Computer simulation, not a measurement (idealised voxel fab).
Module name: voxel transistor to metal (process module)
The cross-section on display is named cut; it measures 170 nm wide, and its cells are 5 nm squares.
Bands, listed from the top down, are how a cross-section gets written in this document; the cross-section itself is a grid of square cells, and a band is one or more rows of them. Band: top height; bottom height; in nm. Then, left to right: material with width in nm, for each material. "edge to edge": a single material spanning edge to edge. "air": empty space. Counting heights begins at 0, where everything beneath is, in the wafer as received, one material. The lowest band has no bottom; it goes on downwards, as "0 -> down" shows. Quick explanation for "30 to 40": the width changes in equal steps down the rows of cells, from the first number in the band's top row to the second number in its bottom row. "nothing altered" (step): cross-section cells unchanged, all of them. Closed-off voids of 8+ cells (no open route to the top) go in "Closed internal voids", written width x height at distance from the left edge, in nm. On a step's line, text after the settings is the simulator commenting on that step. What "overlay nm" on a step's line means: if the step has a mask, that mask lay this far to the right of its planned place, or, when the value is negative, to the left.

This section lists the process steps that were planned:
1: op RECEIVE | material Si
2: op OXIDIZE | depth nm 5
3: op CONFORMAL_DEP | material SiN | thk nm 10
4: op MASKED_ETCH | tone cover | mask id ACTIVE | width nm 100 | etch materials SiN | depth nm 10 | overlay nm 0
5: op MASKED_ETCH | tone cover | mask id ACTIVE | width nm 100 | etch materials SiO2 | depth nm 5 | overlay nm 0
6: op MASKED_ETCH | tone cover | mask id ACTIVE | width nm 100 | etch materials Si | depth nm 30 | overlay nm 0
7: op FILL_DEP | material SiO2 | thk nm 10
8: op CMP | height nm 10
9: op SELECTIVE_ETCH | etch materials SiO2 | depth nm 10
10: op STRIP | etch materials SiN
11: op SELECTIVE_ETCH | etch materials SiO2 | depth nm 5
12: op OXIDIZE | depth nm 5
13: op DIRECTIONAL_DEP | material polySi | thk nm 30
14: op DIRECTIONAL_DEP | material SiCN | thk nm 10
15: op PATTERN | tone cover | mask id GATE | material resist | width nm 30 | thk nm 15 | overlay nm 0
16: op DIRECTIONAL_ETCH | etch materials SiCN | depth nm 20
17: op DIRECTIONAL_ETCH | etch materials polySi | depth nm 40
18: op STRIP | etch materials resist
19: op CONFORMAL_DEP | material SiO2 | thk nm 5
20: op DIRECTIONAL_ETCH | etch materials SiO2 | depth nm 5
21: op CONFORMAL_DEP | material SiN | thk nm 10
22: op DIRECTIONAL_ETCH | etch materials SiN | depth nm 10
23: op DIRECTIONAL_ETCH | etch materials SiO2 | depth nm 5
24: op DIRECTIONAL_ETCH | etch materials Si | depth nm 10
25: op EPI | material nSi | thk nm 10
26: op FILL_DEP | material SiO2 | thk nm 10
27: op CMP | height nm 25
28: op STRIP | etch materials polySi
29: op SELECTIVE_ETCH | etch materials SiO2 | depth nm 5
30: op CONFORMAL_DEP | material HfO2 | thk nm 5
31: op CONFORMAL_DEP | material TiN | thk nm 5
32: op FILL_DEP | material W | thk nm 10
33: op CMP | height nm 20
34: op DIRECTIONAL_DEP | material SiO2 | thk nm 15
35: op PATTERN | tone open | mask id CONTACT | material resist | width nm 15 | pitch nm 75 | thk nm 20 | overlay nm 0
36: op DIRECTIONAL_ETCH | etch materials SiO2 | depth nm 45
37: op STRIP | etch materials resist
38: op CONFORMAL_DEP | material TiN | thk nm 5
39: op FILL_DEP | material W | thk nm 5
40: op CMP | height nm 35
41: op CONFORMAL_DEP | material SiN | thk nm 5
42: op DIRECTIONAL_DEP | material lowk | thk nm 20
43: op MASKED_ETCH | tone open | mask id METAL_1 | width nm 15 | pitch nm 75 | etch materials lowk | depth nm 20 | overlay nm 0
44: op MASKED_ETCH | tone open | mask id METAL_1 | width nm 15 | pitch nm 75 | etch materials SiN | depth nm 5 | overlay nm 0
45: op CONFORMAL_DEP | material TiN | thk nm 5
46: op FILL_DEP | material Ru | thk nm 10
47: op CMP | height nm 60
48: op EPI | material Ru | thk nm 5
49: op FILL_DEP | material SiCN | thk nm 5
50: op DIRECTIONAL_DEP | material lowk | thk nm 25
51: op MASKED_ETCH | tone open | mask id METAL_2 | width nm 15 | pitch nm 75 | etch materials lowk | depth nm 15 | overlay nm 0
52: op MASKED_ETCH | tone open | mask id METAL_2_HOLES | width nm 15 | pitch nm 75 | etch materials lowk | depth nm 10 | overlay nm 0
53: op MASKED_ETCH | tone open | mask id METAL_2_HOLES | width nm 15 | pitch nm 75 | etch materials SiCN | depth nm 5 | overlay nm 0
54: op CONFORMAL_DEP | material TiN | thk nm 5
55: op FILL_DEP | material Cu | thk nm 10
56: op CMP | height nm 95
57: op CONFORMAL_DEP | material SiCN | thk nm 5

As received (post step 1): cross-section:
* 0 -> down | Si edge to edge
* Closed internal voids: none

End-of-module cross-section of the first of two wafers, processed as planned:
* 100 -> 95 | SiCN edge to edge
* 95 -> 70 | lowk 40, TiN 5, Cu 5, TiN 5, lowk 60, TiN 5, Cu 5, TiN 5, lowk 40
* 70 -> 65 | SiCN 40, TiN 15, SiCN 60, TiN 15, SiCN 40
* 65 -> 60 | SiCN 35, Ru 25, SiCN 50, Ru 25, SiCN 35
* 60 -> 40 | lowk 40, TiN 5, Ru 5, TiN 5, lowk 60, TiN 5, Ru 5, TiN 5, lowk 40
* 40 -> 35 | SiN 40, TiN 15, SiN 60, TiN 15, SiN 40
* 35 -> 20 | SiO2 40, TiN 5, W 5, TiN 5, SiO2 60, TiN 5, W 5, TiN 5, SiO2 40
* 20 -> 5 | SiO2 40, TiN 5, W 5, TiN 5, SiN 10, HfO2 5, TiN 5, W 20, TiN 5, HfO2 5, SiN 10, TiN 5, W 5, TiN 5, SiO2 40
* 5 -> 0 | SiO2 40, TiN 15, SiN 10, HfO2 5, TiN 5, W 20, TiN 5, HfO2 5, SiN 10, TiN 15, SiO2 40
* 0 -> -5 | SiO2 40, TiN 5, nSi 10, SiN 10, HfO2 5, TiN 30, HfO2 5, SiN 10, nSi 10, TiN 5, SiO2 40
* -5 -> -10 | SiO2 40, TiN 5, nSi 10, SiO2 10, HfO2 40, SiO2 10, nSi 10, TiN 5, SiO2 40
* -10 -> -20 | SiO2 35, nSi 20, Si 60, nSi 20, SiO2 35
* -20 -> -35 | SiO2 35, Si 100, SiO2 35
* -35 -> down | Si edge to edge
* Closed internal voids: none

Same start, same plan as the first wafer - but one mistake in the run. Cross-section of the second of the two at the end of the module:
* 100 -> 95 | SiCN edge to edge
* 95 -> 85 | lowk 40, TiN 5, Cu 10, TiN 5, lowk 55, TiN 5, Cu 10, TiN 5, lowk 35
* 85 -> 80 | lowk 40, TiN 5, Cu 5, TiN 10, lowk 55, TiN 5, Cu 5, TiN 10, lowk 35
* 80 -> 70 | lowk 40, TiN 5, Cu 5, TiN 5, lowk 60, TiN 5, Cu 5, TiN 5, lowk 40
* 70 -> 65 | SiCN 40, TiN 15, SiCN 60, TiN 15, SiCN 40
* 65 -> 60 | SiCN 35, Ru 25, SiCN 50, Ru 25, SiCN 35
* 60 -> 40 | lowk 40, TiN 5, Ru 5, TiN 5, lowk 60, TiN 5, Ru 5, TiN 5, lowk 40
* 40 -> 35 | SiN 40, TiN 15, SiN 60, TiN 15, SiN 40
* 35 -> 20 | SiO2 40, TiN 5, W 5, TiN 5, SiO2 60, TiN 5, W 5, TiN 5, SiO2 40
* 20 -> 5 | SiO2 40, TiN 5, W 5, TiN 5, SiN 10, HfO2 5, TiN 5, W 20, TiN 5, HfO2 5, SiN 10, TiN 5, W 5, TiN 5, SiO2 40
* 5 -> 0 | SiO2 40, TiN 15, SiN 10, HfO2 5, TiN 5, W 20, TiN 5, HfO2 5, SiN 10, TiN 15, SiO2 40
* 0 -> -5 | SiO2 40, TiN 5, nSi 10, SiN 10, HfO2 5, TiN 30, HfO2 5, SiN 10, nSi 10, TiN 5, SiO2 40
* -5 -> -10 | SiO2 40, TiN 5, nSi 10, SiO2 10, HfO2 40, SiO2 10, nSi 10, TiN 5, SiO2 40
* -10 -> -20 | SiO2 35, nSi 20, Si 60, nSi 20, SiO2 35
* -20 -> -35 | SiO2 35, Si 100, SiO2 35
* -35 -> down | Si edge to edge
* Closed internal voids: none
Diagnosis: step 51 ran differently from the plan; actual operation with settings: op MASKED_ETCH | tone open | mask id METAL_2 | width nm 20 | pitch nm 75 | etch materials lowk | depth nm 15 | overlay nm 0
Materials where the second wafer ends with more or fewer cells than the first: Cu +4; TiN +2; lowk -6
